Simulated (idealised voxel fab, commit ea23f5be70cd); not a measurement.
The process module that follows is named voxel wiring stack.
The figure presents cross-section cut, which has a width of 170 nm and is divided into square cells with an edge length of 5 nm.
In what follows, cross-sections appear as grids of square cells, described through bands that run from the top down, where every band is one or more rows of cells.
Per band: top height and bottom height in nm, followed by the left-to-right materials and their widths in nm; "all across" marks a single material spanning edge to edge, "blank" marks empty space.
We count height from 0. Below that, the starting wafer is all one material. The lowest band never ends at the bottom but goes on down; see "top 0, no bottom" for how that is written.
With a width like "30..40", each row of cells in the band differs from the next by the same amount, the top row carrying the first number and the bottom row the second.
"nothing was modified" -> step changed no cross-section cell.
"Trapped void list" contains a list of empty spaces, each no smaller than 8 cells and without an open way to the top, written in the form width x height at distance with the distance from the left edge and all three in nm.
Where a step's line continues beyond its settings, the continuation is a remark by the simulator itself on that step.
overlay nm: where the mask lay relative to plan, measured to the right, on steps with a mask; negatives go left.

Below is the list of planned process steps
step 1: RECEIVE,material Si
step 2: CONFORMAL_DEP,material SiO2,thk nm 15
step 3: DIRECTIONAL_DEP,material TiN,thk nm 5
step 4: DIRECTIONAL_DEP,material W,thk nm 20
step 5: PATTERN,tone cover,mask id METAL_1,material resist,width nm 20,pitch nm 45,thk nm 20,overlay nm 0
step 6: DIRECTIONAL_ETCH,etch materials W,depth nm 20
step 7: DIRECTIONAL_ETCH,etch materials TiN,depth nm 5
step 8: STRIP,etch materials resist
step 9: CONFORMAL_DEP,material SiCN,thk nm 5
step 10: FILL_DEP,material lowk,thk nm 10
step 11: CMP,height nm 40
step 12: CONFORMAL_DEP,material SiCN,thk nm 5
step 13: DIRECTIONAL_DEP,material lowk,thk nm 10
step 14: DIRECTIONAL_DEP,material aC,thk nm 10
step 15: PATTERN,tone open,mask id PLUG_1,material resist,width nm 15,pitch nm 45,thk nm 30,overlay nm 0
step 16: DIRECTIONAL_ETCH,etch materials aC,depth nm 10
step 17: STRIP,etch materials resist
step 18: DIRECTIONAL_ETCH,etch materials lowk,depth nm 10
step 19: DIRECTIONAL_ETCH,etch materials SiCN,depth nm 5
step 20: STRIP,etch materials aC
step 21: EPI,material Ru,thk nm 10
step 22: EPI,material Ru,thk nm 5
step 23: CONFORMAL_DEP,material SiCN,thk nm 5
step 24: DIRECTIONAL_DEP,material SiO2,thk nm 25
step 25: DIRECTIONAL_DEP,material aC,thk nm 15
step 26: PATTERN,tone open,mask id METAL_2,material resist,width nm 20,pitch nm 45,thk nm 30,overlay nm 0
step 27: DIRECTIONAL_ETCH,etch materials aC,depth nm 15
step 28: STRIP,etch materials resist
step 29: DIRECTIONAL_ETCH,etch materials SiO2,depth nm 25
step 30: DIRECTIONAL_ETCH,etch materials SiCN,depth nm 5
step 31: STRIP,etch materials aC
step 32: CONFORMAL_DEP,material TiN,thk nm 5
step 33: FILL_DEP,material Cu,thk nm 10
step 34: CMP,height nm 85
step 35: CONFORMAL_DEP,material SiCN,thk nm 5
step 36: DIRECTIONAL_DEP,material SiO2,thk nm 30
step 37: MASKED_ETCH,tone open,mask id METAL_3_HOLES,width nm 15,pitch nm 45,etch materials SiO2,depth nm 30,overlay nm 0
step 38: MASKED_ETCH,tone open,mask id METAL_3,width nm 20,pitch nm 45,etch materials SiO2,depth nm 20,overlay nm 0
step 39: MASKED_ETCH,tone open,mask id METAL_3,width nm 20,pitch nm 45,etch materials SiCN,depth nm 5,overlay nm 0
step 40: CONFORMAL_DEP,material TiN,thk nm 5
step 41: FILL_DEP,material Ru,thk nm 5
step 42: CMP,height nm 120
step 43: CONFORMAL_DEP,material SiCN,thk nm 5
step 44: DIRECTIONAL_DEP,material SiO2,thk nm 30
step 45: MASKED_ETCH,tone open,mask id METAL_4_HOLES,width nm 15,pitch nm 90,etch materials SiO2,depth nm 30,overlay nm 0
step 46: MASKED_ETCH,tone open,mask id METAL_4,width nm 20,pitch nm 45,etch materials SiO2,depth nm 20,overlay nm 0
step 47: MASKED_ETCH,tone open,mask id METAL_4,width nm 20,pitch nm 45,etch materials SiCN,depth nm 5,overlay nm 0
step 48: CONFORMAL_DEP,material TiN,thk nm 5
step 49: FILL_DEP,material Ru,thk nm 5
step 50: CMP,height nm 155
step 51: CONFORMAL_DEP,material SiN,thk nm 5

Incoming wafer, cross-sectional view, post step 1
  top 0, no bottom: Si all across
  Trapped void list: none

End-of-module XS, first of two wafers, run as planned
  top 160, bottom 155: SiN all across
  top 155, bottom 140: 30 of SiO2 | 5 of TiN | 10 of Ru | 5 of TiN | 25 of SiO2 | 5 of TiN | 10 of Ru | 5 of TiN | 25 of SiO2 | 5 of TiN | 10 of Ru | 5 of TiN | 30 of SiO2
  top 140, bottom 135: 30 of SiO2 | 5 of TiN | 5 of Ru | 10 of TiN | 25 of SiO2 | 20 of TiN | 25 of SiO2 | 5 of TiN | 5 of Ru | 10 of TiN | 30 of SiO2
  top 135, bottom 125: 30 of SiO2 | 5 of TiN | 5 of Ru | 5 of TiN | 75 of SiO2 | 5 of TiN | 5 of Ru | 5 of TiN | 35 of SiO2
  top 125, bottom 120: 30 of SiCN | 15 of TiN | 75 of SiCN | 15 of TiN | 35 of SiCN
  top 120, bottom 105: 30 of SiO2 | 5 of TiN | 10 of Ru | 5 of TiN | 25 of SiO2 | 5 of TiN | 10 of Ru | 5 of TiN | 25 of SiO2 | 5 of TiN | 10 of Ru | 5 of TiN | 30 of SiO2
  top 105, bottom 100: 30 of SiO2 | 5 of TiN | 5 of Ru | 10 of TiN | 25 of SiO2 | 5 of TiN | 5 of Ru | 10 of TiN | 25 of SiO2 | 5 of TiN | 5 of Ru | 10 of TiN | 30 of SiO2
  top 100, bottom 90: 30 of SiO2 | 5 of TiN | 5 of Ru | 5 of TiN | 30 of SiO2 | 5 of TiN | 5 of Ru | 5 of TiN | 30 of SiO2 | 5 of TiN | 5 of Ru | 5 of TiN | 35 of SiO2
  top 90, bottom 85: 30 of SiCN | 15 of TiN | 30 of SiCN | 15 of TiN | 30 of SiCN | 15 of TiN | 35 of SiCN
  top 85, bottom 60: 30 of SiO2 | 5 of TiN | 10 of Cu | 5 of TiN | 25 of SiO2 | 5 of TiN | 10 of Cu | 5 of TiN | 25 of SiO2 | 5 of TiN | 10 of Cu | 5 of TiN | 30 of SiO2
  top 60, bottom 55: 30 of SiCN | 20 of TiN | 25 of SiCN | 20 of TiN | 25 of SiCN | 20 of TiN | 30 of SiCN
  top 55, bottom 45: 30 of lowk | 15 of Ru | 30 of lowk | 15 of Ru | 30 of lowk | 15 of Ru | 35 of lowk
  top 45, bottom 40: 30 of SiCN | 15 of Ru | 30 of SiCN | 15 of Ru | 30 of SiCN | 15 of Ru | 35 of SiCN
  top 40, bottom 20: 25 of lowk | 5 of SiCN | 20 of W | 5 of SiCN | 15 of lowk | 5 of SiCN | 20 of W | 5 of SiCN | 15 of lowk | 5 of SiCN | 20 of W | 5 of SiCN | 25 of lowk
  top 20, bottom 15: 30 of SiCN | 20 of TiN | 25 of SiCN | 20 of TiN | 25 of SiCN | 20 of TiN | 30 of SiCN
  top 15, bottom 0: SiO2 all across
  top 0, no bottom: Si all across
  Trapped void list: none

Second wafer of the two, sectioned at the end of the module. It began like the first and followed the same plan, but one mistake was made while running it
  top 160, bottom 155: SiN all across
  top 155, bottom 140: 30 of SiO2 | 5 of TiN | 10 of Ru | 5 of TiN | 25 of SiO2 | 5 of TiN | 10 of Ru | 5 of TiN | 25 of SiO2 | 5 of TiN | 10 of Ru | 5 of TiN | 30 of SiO2
  top 140, bottom 135: 30 of SiO2 | 5 of TiN | 5 of Ru | 10 of TiN | 25 of SiO2 | 20 of TiN | 25 of SiO2 | 5 of TiN | 5 of Ru | 10 of TiN | 30 of SiO2
  top 135, bottom 125: 30 of SiO2 | 5 of TiN | 5 of Ru | 5 of TiN | 75 of SiO2 | 5 of TiN | 5 of Ru | 5 of TiN | 35 of SiO2
  top 125, bottom 120: 30 of SiCN | 15 of TiN | 75 of SiCN | 15 of TiN | 35 of SiCN
  top 120, bottom 105: 30 of SiO2 | 5 of TiN | 10 of Ru | 5 of TiN | 25 of SiO2 | 5 of TiN | 10 of Ru | 5 of TiN | 25 of SiO2 | 5 of TiN | 10 of Ru | 5 of TiN | 30 of SiO2
  top 105, bottom 100: 30 of SiO2 | 5 of TiN | 5 of Ru | 10 of TiN | 25 of SiO2 | 5 of TiN | 5 of Ru | 10 of TiN | 25 of SiO2 | 5 of TiN | 5 of Ru | 10 of TiN | 30 of SiO2
  top 100, bottom 90: 30 of SiO2 | 5 of TiN | 5 of Ru | 5 of TiN | 30 of SiO2 | 5 of TiN | 5 of Ru | 5 of TiN | 30 of SiO2 | 5 of TiN | 5 of Ru | 5 of TiN | 35 of SiO2
  top 90, bottom 85: 30 of SiCN | 15 of TiN | 30 of SiCN | 15 of TiN | 30 of SiCN | 15 of TiN | 35 of SiCN
  top 85, bottom 60: 30 of SiO2 | 5 of TiN | 10 of Cu | 5 of TiN | 25 of SiO2 | 5 of TiN | 10 of Cu | 5 of TiN | 25 of SiO2 | 5 of TiN | 10 of Cu | 5 of TiN | 30 of SiO2
  top 60, bottom 55: 30 of SiCN | 20 of TiN | 25 of SiCN | 20 of TiN | 25 of SiCN | 20 of TiN | 30 of SiCN
  top 55, bottom 45: 30 of lowk | 15 of Ru | 30 of lowk | 15 of Ru | 30 of lowk | 15 of Ru | 35 of lowk
  top 45, bottom 40: 30 of SiCN | 15 of Ru | 30 of SiCN | 15 of Ru | 30 of SiCN | 15 of Ru | 35 of SiCN
  top 40, bottom 35: 30 of SiCN | 20 of TiN | 25 of SiCN | 20 of TiN | 25 of SiCN | 20 of TiN | 30 of SiCN
  top 35, bottom 15: W all across
  top 15, bottom 0: SiO2 all across
  top 0, no bottom: Si all across
  Trapped void list: none
Against the plan, the run slipped here: step 4 occupied the plan position of step 3, and the converse holds as well
Once processing is complete, comparing cell counts shows that the second wafer has more or fewer of certain materials than the first: SiCN -24; W +88; lowk -64
